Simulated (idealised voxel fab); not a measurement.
The process module presented herein is designated voxel lift off.
The cross-section on display is named cut; it measures 195 nm wide, and its cells are 5 nm squares.
Format of a cross-section: grid, square cells. Given as bands. Order: top down. Band: one or more rows of cells. Top height, bottom height, nm. Materials left to right, width each, nm. Single material + "throughout" = fills band edge to edge. "air" = empty. Height datum 0, below which the as-received substrate wafer is one material. Lowest band open at the bottom, running downward: "0 nm and below". The expression "30->40" gives the width at the extremes of the band, the first number at its top row of cells and the second at its bottom row, with the width changing by equal amounts from each row to the next in between. Take "changes: none" at face value: in the step it is given for, the cross-section changed in none of its cells. The list in "Internal closed voids" covers empty spaces of 8 cells or more that cannot reach the top through any open way, and it gives each as width x height at distance; the distance is from the left edge, and width, height and distance are in nm. Read whatever lies past the settings on a step's line as the simulator's own remark about the step. Among the settings permitted on a step's line is "overlay nm"; applied to a step with a mask, it specifies the extent to which the mask lay to the right of its planned position, whereas a negative figure signifies a position to the left.

### Here's what the planned process steps look like
1 RECEIVE,material Si
2 CONFORMAL_DEP,material SiO2,thk nm 10
3 PATTERN,tone open,mask id LINES,material resist,width nm 20,pitch nm 40,thk nm 25,overlay nm 0
4 DIRECTIONAL_DEP,material Ru,thk nm 15
5 STRIP,etch materials resist
6 CONFORMAL_DEP,material SiO2,thk nm 10

### The first wafer of two, processed as planned

### Cross-section, incoming material, after step 1
	0 nm and below: Si throughout
	Internal closed voids: none

### Sectional view: wafer, after step 2
	10 nm to 0 nm: SiO2 throughout
	Rest of section, below 0: as before.

### Sectional view: wafer, after step 3
	35 nm to 10 nm: resist 65 / air 20 / resist 20 / air 20 / resist 70
	Rest of section, below 10: as before.

### Sectional view: wafer, after step 4
	50 nm to 35 nm: Ru 65 / air 20 / Ru 20 / air 20 / Ru 70
	35 nm to 25 nm: resist 65 / air 20 / resist 20 / air 20 / resist 70
	25 nm to 10 nm: resist 65 / Ru 20 / resist 20 / Ru 20 / resist 70
	Rest of section, below 10: as before.

### Sectional view: wafer, after step 5
	25 nm to 10 nm: air 65 / Ru 20 / air 20 / Ru 20 / air 70
	Rest of section, below 10: as before.

### Sectional view: wafer, after step 6
	35 nm to 25 nm: air 55 / SiO2 80 / air 60
	25 nm to 20 nm: air 55 / SiO2 10 / Ru 20 / SiO2 20 / Ru 20 / SiO2 10 / air 60
	20 nm to 10 nm: SiO2 65 / Ru 20 / SiO2 20 / Ru 20 / SiO2 70
	Rest of section, below 10: as before.

### Companion wafer, the second of two: same beginning, same intended sequence, one mistake in carrying it out; through step 5 inclusive it tracks the first exactly

Cross-section of the second wafer corresponding to the planned conclusion of step 6: changes: none
Misprocessing identified: plan step 6 was not performed, having been skipped
End of process, cell counts, second wafer against first, materials with more or fewer: SiO2: 102 fewer
